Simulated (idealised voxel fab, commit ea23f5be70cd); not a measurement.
Process module under the name voxel capacitor over wiring
Shown is cross-section cut, with a width of 290 nm and square cells of size 5 nm.
A cross-section is a grid of square cells, given in bands from the top down. A band is one or more rows of cells.
Heights first: top, then bottom, in nm. Then materials, left to right, each with a width in nm. "full width" on a single material: fills the band edge to edge. "empty": empty space.
The level at which height equals 0 is the one under which the wafer, as it arrives, is entirely one material. No lower edge exists for the bottom band, which continues downward and is notated as in "0..down".
A two-number width, for instance "30..40", indicates that the width is equal to the first number in the top row of the band and to the second number in the bottom row, and that it changes by a constant amount per row of cells.
Any step labelled "nothing got changed" changed none of the cells in the cross-section.
Enclosed voids (no open way to top), threshold 8 cells or more, entry "Sealed void inventory", notation width x height at distance, distance from left edge, nm.
That trailing text on a step's line, after the settings, is the simulator's own remark on the step.
If you see "overlay nm" on a step's line and that step has a mask, it's telling you how far right of where it was planned the mask ended up; a negative number means it went left instead.

# The planned process steps are enumerated hereunder
- 1: RECEIVE | material Si
- 2: CONFORMAL_DEP | material SiO2 | thk nm 15
- 3: CONFORMAL_DEP | material SiN | thk nm 5
- 4: DIRECTIONAL_DEP | material SiO2 | thk nm 25
- 5: PATTERN | tone open | mask id METAL_1 | material resist | width nm 30 | pitch nm 100 | thk nm 20 | overlay nm 0
- 6: DIRECTIONAL_ETCH | etch materials SiO2 | depth nm 25
- 7: DIRECTIONAL_ETCH | etch materials SiN | depth nm 5
- 8: STRIP | etch materials resist
- 9: CONFORMAL_DEP | material TiN | thk nm 5
- 10: FILL_DEP | material Cu | thk nm 10
- 11: CMP | height nm 45
- 12: CONFORMAL_DEP | material SiCN | thk nm 5
- 13: DIRECTIONAL_DEP | material SiO2 | thk nm 15
- 14: MASKED_ETCH | tone open | mask id PLUG_1 | width nm 15 | etch materials SiO2 | depth nm 15 | overlay nm 0
- 15: MASKED_ETCH | tone open | mask id PLUG_1 | width nm 15 | etch materials SiCN | depth nm 5 | overlay nm 0
- 16: CONFORMAL_DEP | material TiN | thk nm 5
- 17: FILL_DEP | material Cu | thk nm 10
- 18: CMP | height nm 65
- 19: DIRECTIONAL_DEP | material TiN | thk nm 10
- 20: DIRECTIONAL_DEP | material Al2O3 | thk nm 5
- 21: DIRECTIONAL_DEP | material TiN | thk nm 10
- 22: MASKED_ETCH | tone cover | mask id UPPER_PLATE | width nm 75 | etch materials TiN | depth nm 10 | overlay nm 0
- 23: MASKED_ETCH | tone cover | mask id UPPER_PLATE | width nm 75 | etch materials Al2O3 | depth nm 5 | overlay nm 0
- 24: MASKED_ETCH | tone cover | mask id LOWER_PLATE | width nm 85 | etch materials TiN | depth nm 10 | overlay nm 0
- 25: FILL_DEP | material SiO2 | thk nm 20
- 26: CMP | height nm 105
- 27: PATTERN | tone open | mask id PLUG_2 | material resist | width nm 15 | thk nm 20 | overlay nm 0
- 28: DIRECTIONAL_ETCH | etch materials SiO2 | depth nm 15
- 29: STRIP | etch materials resist
- 30: CONFORMAL_DEP | material TiN | thk nm 5
- 31: FILL_DEP | material W | thk nm 5
- 32: CMP | height nm 105
- 33: CONFORMAL_DEP | material SiCN | thk nm 5
Where the wafers of this document differ is in the width nm of step 27; they start out the same, and the plan states the value that applied to the first wafer.

# The first of several wafers in cross-section, exactly as it reached us after step 1
0..down: Si full width
Sealed void inventory: none

# Take any row and you have a wafer at the end of the module: how many cells of each material it has gained (+) or lost (-) since it was received, and then its closed voids
width nm 15, +15 Al2O3, +43 Cu, +113 SiCN, +46 SiN, +945 SiO2, +112 TiN, +2 W, Sealed void inventory: none
width nm 20, +15 Al2O3, +43 Cu, +113 SiCN, +46 SiN, +942 SiO2, +113 TiN, +4 W, Sealed void inventory: none
width nm 25, +15 Al2O3, +43 Cu, +113 SiCN, +46 SiN, +939 SiO2, +114 TiN, +6 W, Sealed void inventory: none
width nm 30, +15 Al2O3, +43 Cu, +113 SiCN, +46 SiN, +936 SiO2, +115 TiN, +8 W, Sealed void inventory: none
